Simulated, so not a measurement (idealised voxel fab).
This section sets out a process module, namely voxel ribs on slabs.
Shown is cross-section cut, with a width of 190 nm and square cells of size 5 nm.
The cross-sections in this document take the form of a grid made of square cells. They are written out as bands, in order from top to bottom. Each band consists of one or more rows of cells.
A band entry consists of two parts. The first gives the height of the band's top and the height of its bottom, in nm. The rest lists the band's materials from left to right, each with its width in nm. A single material labelled with the word "everywhere" fills the band from edge to edge, and the word "empty" marks empty space.
Counting heights begins at 0, where everything beneath is, in the wafer as received, one material. The lowest band has no bottom; it goes on downwards, as "0 nm and below" shows.
The width entry "30->40" should be interpreted row by row: the top row of cells in the band takes the first number, the bottom row takes the second number, and the change between adjacent rows is uniform throughout.
No cell of the cross-section changed in a step that is given as "nothing different".
"Sealed internal cavities" - sealed voids, min. 8 cells, no opening to top; format: width x height at distance (distance from left edge; nm throughout).
Whatever follows a step's settings on its line is a remark the simulator itself makes about that step.
For masked steps, "overlay nm" on the step line gives how far right of plan the mask actually lay; a minus sign means it lay to the left.

This section lists the process steps that were planned:
1: RECEIVE (material Si)
2: DIRECTIONAL_DEP (material SiO2; thk nm 25)
3: DIRECTIONAL_DEP (material polySi; thk nm 15)
4: DIRECTIONAL_DEP (material aC; thk nm 15)
5: PATTERN (tone cover; mask id RIB; material resist; width nm 30; thk nm 30; overlay nm 0)
6: DIRECTIONAL_ETCH (etch materials aC; depth nm 5)
7: STRIP (etch materials resist)
8: DIRECTIONAL_ETCH (etch materials polySi; depth nm 10)
9: STRIP (etch materials aC)
10: DIRECTIONAL_DEP (material aC; thk nm 10)
11: PATTERN (tone cover; mask id SLAB; material resist; width nm 60; thk nm 25; overlay nm 0)
12: DIRECTIONAL_ETCH (etch materials aC; depth nm 10)
13: STRIP (etch materials resist)
14: DIRECTIONAL_ETCH (etch materials polySi; depth nm 5)
15: STRIP (etch materials aC)
16: FILL_DEP (material SiO2; thk nm 15)
17: CMP (height nm 50)
18: DIRECTIONAL_DEP (material TiN; thk nm 5)
19: DIRECTIONAL_DEP (material aC; thk nm 10)
20: PATTERN (tone cover; mask id HEATER; material resist; width nm 40; thk nm 30; overlay nm 0)
21: DIRECTIONAL_ETCH (etch materials aC; depth nm 10)
22: STRIP (etch materials resist)
23: DIRECTIONAL_ETCH (etch materials TiN; depth nm 5)
24: STRIP (etch materials aC)
25: CONFORMAL_DEP (material SiO2; thk nm 5)
The wafers are alike at the start. At step 6, their depth nm differs. The plan lists the first wafer's value.

First wafer as received, after step 1:
0 nm and below  Si everywhere
Sealed internal cavities: none

Per wafer (row), end of module: delta in cells per material since receipt, (+) for gained, (-) for lost; closed voids after that:
depth nm 5 | +332 SiO2 | +8 TiN | +88 polySi | Sealed internal cavities: none
depth nm 10 | +332 SiO2 | +8 TiN | +88 polySi | Sealed internal cavities: none
depth nm 15 | +396 SiO2 | +8 TiN | +24 polySi | Sealed internal cavities: none
depth nm 20 | +396 SiO2 | +8 TiN | +24 polySi | Sealed internal cavities: none
depth nm 25 | +396 SiO2 | +8 TiN | +24 polySi | Sealed internal cavities: none
depth nm 30 | +396 SiO2 | +8 TiN | +24 polySi | Sealed internal cavities: none
